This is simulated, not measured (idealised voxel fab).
The process module presented herein is designated voxel gate over fins.
The width of the displayed cross-section, cut, is 260 nm; its cells are square, with a size of 5 nm.
Cross-section layout: square cells on a grid; listed as bands, top to bottom; a band spans one or more cell rows.
Look at the band entry: it leads with the top's height and the bottom's height in nm. Then it lists the materials left to right, with a width in nm for each. The word "throughout" on a single material says that material fills the band edge to edge. The word "air" is empty space.
Heights are measured from 0, the level below which the as-received wafer is all one material; the lowest band has no bottom and continues downward, written as in "0 -> down".
Note: "30 to 40" means the width goes from the first number (top row of the band) to the second number (bottom row) in equal steps per row of cells.
The designation "remained the same", where it is given for a processing step, indicates that no cell of the cross-section was altered in the course of that step.
Under "Enclosed void list" you'll find the enclosed gaps, the ones with no way out to the top, that are 8 cells or bigger; each reads width x height at distance, with distance counted from the left edge, everything in nm.
The remark found on a step's line after its settings is issued by the simulator itself and pertains to that step.
overlay nm: mask right of planned place by this much (step with mask). Neg. = left.
Process steps (planned)
- 1: RECEIVE with material Si
- 2: CONFORMAL_DEP with material SiN, thk nm 10
- 3: DIRECTIONAL_DEP with material aC, thk nm 10
- 4: PATTERN with tone cover, mask id FINS, material resist, width nm 15, pitch nm 40, thk nm 30, overlay nm 0
- 5: DIRECTIONAL_ETCH with etch materials aC, depth nm 10
- 6: STRIP with etch materials resist
- 7: DIRECTIONAL_ETCH with etch materials SiN, depth nm 10
- 8: DIRECTIONAL_ETCH with etch materials Si, depth nm 30
- 9: STRIP with etch materials aC
- 10: FILL_DEP with material SiO2, thk nm 5
- 11: CMP with height nm 10
- 12: SELECTIVE_ETCH with etch materials SiO2, depth nm 25
- 13: STRIP with etch materials SiN
- 14: CONFORMAL_DEP with material HfO2, thk nm 5
- 15: CONFORMAL_DEP with material TiN, thk nm 5
- 16: CONFORMAL_DEP with material TiAl, thk nm 5
- 17: CONFORMAL_DEP with material TiN, thk nm 5
- 18: FILL_DEP with material W, thk nm 10
- 19: CMP with height nm 25
- 20: CONFORMAL_DEP with material SiCN, thk nm 10
Wafer at receipt (post step 1), cross-section
    0 -> down  Si throughout
    Enclosed void list: none
Cross-sectional view of the first of the two wafers upon completion of the module, processed in accordance with the plan
    35 -> 25  SiCN throughout
    25 -> 20  W throughout
    20 -> 15  W 80 / TiN 95 / W 85
    15 -> 10  W 80 / TiN 5 / TiAl 85 / TiN 5 / W 85
    10 -> 5  W 80 / TiN 5 / TiAl 5 / TiN 35 / TiAl 5 / TiN 35 / TiAl 5 / TiN 5 / W 85
    5 -> 0  TiN 85 / TiAl 5 / TiN 5 / HfO2 25 / TiN 5 / TiAl 5 / TiN 5 / HfO2 25 / TiN 5 / TiAl 5 / TiN 90
    0 -> -5  TiAl 90 / TiN 5 / HfO2 5 / Si 15 / HfO2 5 / TiN 5 / TiAl 5 / TiN 5 / HfO2 5 / Si 15 / HfO2 5 / TiN 5 / TiAl 95
    -5 -> -10  TiN 95 / HfO2 5 / Si 15 / HfO2 5 / TiN 15 / HfO2 5 / Si 15 / HfO2 5 / TiN 100
    -10 -> -15  HfO2 100 / Si 15 / HfO2 25 / Si 15 / HfO2 105
    -15 -> -30  SiO2 100 / Si 15 / SiO2 25 / Si 15 / SiO2 105
    -30 -> down  Si throughout
    Enclosed void list: none
Wafer two cross-section, module end. Start and plan unchanged from wafer one; one mistake made during the run
    35 -> 25  SiCN throughout
    25 -> 15  W throughout
    15 -> 5  W 85 / TiN 85 / W 90
    5 -> 0  W 85 / TiN 10 / HfO2 25 / TiN 15 / HfO2 25 / TiN 10 / W 90
    0 -> -10  TiN 95 / HfO2 5 / Si 15 / HfO2 5 / TiN 15 / HfO2 5 / Si 15 / HfO2 5 / TiN 100
    -10 -> -15  HfO2 100 / Si 15 / HfO2 25 / Si 15 / HfO2 105
    -15 -> -30  SiO2 100 / Si 15 / SiO2 25 / Si 15 / SiO2 105
    -30 -> down  Si throughout
    Enclosed void list: none
what went wrong: not run: step 16 of the plan (skipped)
Final cells, second wafer relative to first, materials higher or lower: 61 fewer of TiAl | 3 more of TiN | 58 more of W
